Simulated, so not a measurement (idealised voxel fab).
Process module name: voxel quadruple lines
Cross-section cut spans 235 nm and uses square cells 5 nm in size.
Cross-section = grid of square cells, listed top down in bands; band = one or more rows. Band: top and bottom heights (nm) first, top before bottom; then materials from left to right, widths in nm. "all across" marks a sole material filling the band edge to edge. "empty" denotes empty space. A quick word on heights: they are counted from 0, and under that level the wafer as it came to us is one material throughout. The lowest band is different from the rest in having no bottom; it simply continues downward, written as in "0 nm and below". Top row gets the first number, bottom row gets the second, and each row in between changes by the same step: that is how a band width like "30..40" works. "nothing different", as given for a step, is the statement that not any cell of the cross-section underwent a change during that step. So "Enclosed void entries" is basically the list of trapped voids: any empty space of 8 cells or more that can't reach the top through an opening. They're written width x height at distance, the distance being from the left edge, and it's all nm. It should be noted that, on the line of a given step, the content following the step's settings is a remark produced by the simulator itself with respect to that step. overlay nm: right-of-plan distance of the mask on a masked step; negative values mean left-of-plan.

Planned step list for the process:
1) RECEIVE,material Si
2) CONFORMAL_DEP,material SiO2,thk nm 5
3) DIRECTIONAL_DEP,material Ru,thk nm 15
4) DIRECTIONAL_DEP,material polySi,thk nm 15
5) DIRECTIONAL_DEP,material aC,thk nm 25
6) PATTERN,tone cover,mask id MANDREL,material resist,width nm 25,pitch nm 80,thk nm 35,overlay nm 0
7) DIRECTIONAL_ETCH,etch materials aC,depth nm 25
8) STRIP,etch materials resist
9) CONFORMAL_DEP,material SiO2,thk nm 15
10) DIRECTIONAL_ETCH,etch materials SiO2,depth nm 15
11) STRIP,etch materials aC
12) DIRECTIONAL_ETCH,etch materials polySi,depth nm 15
13) STRIP,etch materials SiO2
14) CONFORMAL_DEP,material SiCN,thk nm 5
15) DIRECTIONAL_ETCH,etch materials SiCN,depth nm 5
16) STRIP,etch materials polySi
17) DIRECTIONAL_ETCH,etch materials Ru,depth nm 15
18) STRIP,etch materials SiCN

This is the cross-section of the wafer as we received it, i.e. after step 1:
- 0 nm and below  Si all across
- Enclosed void entries: none

Sectioned view, first of two wafers, at the close of the module, processed as intended in the plan:
- 20 nm to 5 nm  45 empty  5 Ru  15 empty  5 Ru  15 empty  5 Ru  15 empty  5 Ru  15 empty  5 Ru  15 empty  5 Ru  15 empty  5 Ru  15 empty  5 Ru  45 empty
- 5 nm to 0 nm  SiO2 all across
- 0 nm and below  Si all across
- Enclosed void entries: none

Cross-section, wafer two of two, end of module: same start and plan as wafer one, one error in execution:
- 20 nm to 5 nm  35 empty  5 Ru  15 empty  5 Ru  15 empty  5 Ru  15 empty  5 Ru  15 empty  5 Ru  15 empty  5 Ru  15 empty  5 Ru  15 empty  5 Ru  55 empty
- 5 nm to 0 nm  SiO2 all across
- 0 nm and below  Si all across
- Enclosed void entries: none
Here's what went sideways: so step 6 ended up running with a different setting than we planned, it ran as PATTERN,tone cover,mask id MANDREL,material resist,width nm 25,pitch nm 80,thk nm 35,overlay nm -10
Same inventory, different map: at the end, the second wafer holds as many cells of each material as the first, placed elsewhere.
